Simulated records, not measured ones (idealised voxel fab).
The following is a process module called voxel self aligned contacts.
Square cell edge 5 nm, section width 280 nm, ID cut.
When this document writes out a cross-section, it uses a grid of square cells and lists it as bands, beginning at the top and moving down, with a band standing for one or more rows of cells.
What a band's entry tells you: where the top is and where the bottom is, as heights in nm, and after that what lies inside, material by material from left to right, each with its width in nm. Empty space is written as the word "air", and a single material marked with the word "full width" occupies the band from edge to edge.
Heights are measured from 0, the level below which the as-received wafer is all one material; the lowest band has no bottom and continues downward, written as in "z 0 and below".
A width given as "30->40" starts at the first number in the band's top row and ends at the second number in its bottom row, shifting by an equal amount at every step from row to row.
Step marked "remained unchanged"? Then no cell in the cross-section changed in it.
"Closed void listing" - sealed voids, min. 8 cells, no opening to top; format: width x height at distance (distance from left edge; nm throughout).
On each step's line, the part that comes after the settings is the simulator's own comment on the step.
The "overlay nm" setting may appear on a step's line; for a step that uses a mask, it gives how far to the right of its planned position the mask lay, and a negative value indicates the left.
## The planned process steps are enumerated hereunder
step 1: RECEIVE, material Si
step 2: OXIDIZE, depth nm 5
step 3: DIRECTIONAL_DEP, material polySi, thk nm 25
step 4: DIRECTIONAL_DEP, material SiN, thk nm 20
step 5: MASKED_ETCH, tone cover, mask id GATE, width nm 30, pitch nm 65, etch materials SiN, depth nm 20, overlay nm 0
step 6: MASKED_ETCH, tone cover, mask id GATE, width nm 20, pitch nm 65, etch materials polySi, depth nm 25, overlay nm 0
step 7: CONFORMAL_DEP, material SiN, thk nm 10
step 8: DIRECTIONAL_ETCH, etch materials SiN, depth nm 10
step 9: FILL_DEP, material SiO2, thk nm 10
step 10: CMP, height nm 50
step 11: PATTERN, tone open, mask id CONTACT, material resist, width nm 45, pitch nm 65, thk nm 15, overlay nm 0
step 12: DIRECTIONAL_ETCH, etch materials SiO2, depth nm 55
step 13: STRIP, etch materials resist
step 14: CONFORMAL_DEP, material TiN, thk nm 5
step 15: FILL_DEP, material W, thk nm 5
step 16: CMP, height nm 50
step 17: CONFORMAL_DEP, material SiCN, thk nm 5
The wafers in this document start out alike and differ in the width nm applied at step 6; the plan shows the value used for the first wafer.
## Cross-section: the first of several wafers in its as-received state, i.e. following step 1
> z 0 and below = Si full width
> Closed void listing: none
## Where each wafer stands at the end of the module, a row apiece: cells of each material gained (+) or lost (-) since it was received, then closed voids
width nm 20; -56 Si; +56 SiCN; +180 SiN; +268 SiO2; +58 TiN; +20 W; +90 polySi; Closed void listing: none
width nm 25; -56 Si; +56 SiCN; +180 SiN; +268 SiO2; +58 TiN; +20 W; +90 polySi; Closed void listing: none
width nm 30; -56 Si; +56 SiCN; +180 SiN; +268 SiO2; +58 TiN; +20 W; +90 polySi; Closed void listing: none
width nm 35; -56 Si; +56 SiCN; +180 SiN; +265 SiO2; +58 TiN; +8 W; +105 polySi; Closed void listing: none
width nm 40; -56 Si; +56 SiCN; +180 SiN; +262 SiO2; +46 TiN; +8 W; +120 polySi; Closed void listing: none
width nm 45; -56 Si; +56 SiCN; +180 SiN; +259 SiO2; +34 TiN; +8 W; +135 polySi; Closed void listing: none
